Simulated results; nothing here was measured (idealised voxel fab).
The following process module bears the name voxel self aligned contacts.
Displayed cross-section: cut, width of 150 nm, square cells sized 5 nm.
We lay out every cross-section as a grid of square cells and spell it out in bands from the top down, where one band means one or more rows of cells.
Band: top height; bottom height; in nm. Then, left to right: material with width in nm, for each material. "edge to edge": a single material spanning edge to edge. "blank": empty space.
Measure heights from 0. That's the level where, below it, the as-received wafer is all one material. The lowest band is bottomless and extends downward; write it as in "0..down".
A width given as "30 to 40" starts at the first number in the band's top row and ends at the second number in its bottom row, shifting by an equal amount at every step from row to row.
The designation "changes: none", where it is given for a processing step, indicates that no cell of the cross-section was altered in the course of that step.
Listed in "Enclosed internal voids": every empty space of 8 or more cells without an open way to the top. Form: width x height at distance, the distance being from the left edge, all in nm.
Anything after a step's settings on that line? It's the simulator's own note about the step.
overlay nm: mask right of planned place by this much (step with mask). Neg. = left.

-- Planned process steps
1 op RECEIVE | material Si
2 op OXIDIZE | depth nm 5
3 op DIRECTIONAL_DEP | material polySi | thk nm 20
4 op DIRECTIONAL_DEP | material SiN | thk nm 20
5 op MASKED_ETCH | tone cover | mask id GATE | width nm 35 | pitch nm 65 | etch materials SiN | depth nm 20 | overlay nm 0
6 op MASKED_ETCH | tone cover | mask id GATE | width nm 35 | pitch nm 65 | etch materials polySi | depth nm 20 | overlay nm 0
7 op CONFORMAL_DEP | material SiN | thk nm 5
8 op DIRECTIONAL_ETCH | etch materials SiN | depth nm 5
9 op FILL_DEP | material SiO2 | thk nm 20
10 op CMP | height nm 50
11 op MASKED_ETCH | tone open | mask id CONTACT | width nm 40 | etch materials SiO2 | depth nm 55 | overlay nm 0
12 op CONFORMAL_DEP | material TiN | thk nm 5
13 op FILL_DEP | material Ru | thk nm 5
14 op CMP | height nm 50
15 op CONFORMAL_DEP | material SiN | thk nm 5

-- So this is the incoming wafer in cross-section - it's already been through step 1
> 0..down | Si edge to edge
> Enclosed internal voids: none

-- Post-module cross-section: identical start and plan to those above, one misstep in execution
> 55..50 | SiN edge to edge
> 50..40 | SiO2=55 / TiN=5 to 15 / Ru=30 to 10 / TiN=5 to 15 / SiO2=55
> 40..25 | SiO2=20 / SiN=45 / TiN=5 / Ru=10 / TiN=5 / SiN=45 / SiO2=20
> 25..20 | SiO2=20 / SiN=45 / TiN=20 / SiN=45 / SiO2=20
> 20..0 | SiO2=10 / SiN=5 / polySi=45 / SiN=5 / TiN=10 / SiN=5 / polySi=45 / SiN=5 / SiO2=20
> 0..-5 | SiO2=65 / TiN=10 / SiO2=75
> -5..down | Si edge to edge
> Enclosed internal voids: none
Error vs. plan: rather than as planned, step 6 actually ran as op MASKED_ETCH | tone cover | mask id GATE | width nm 35 | pitch nm 65 | etch materials polySi | depth nm 20 | overlay nm -10
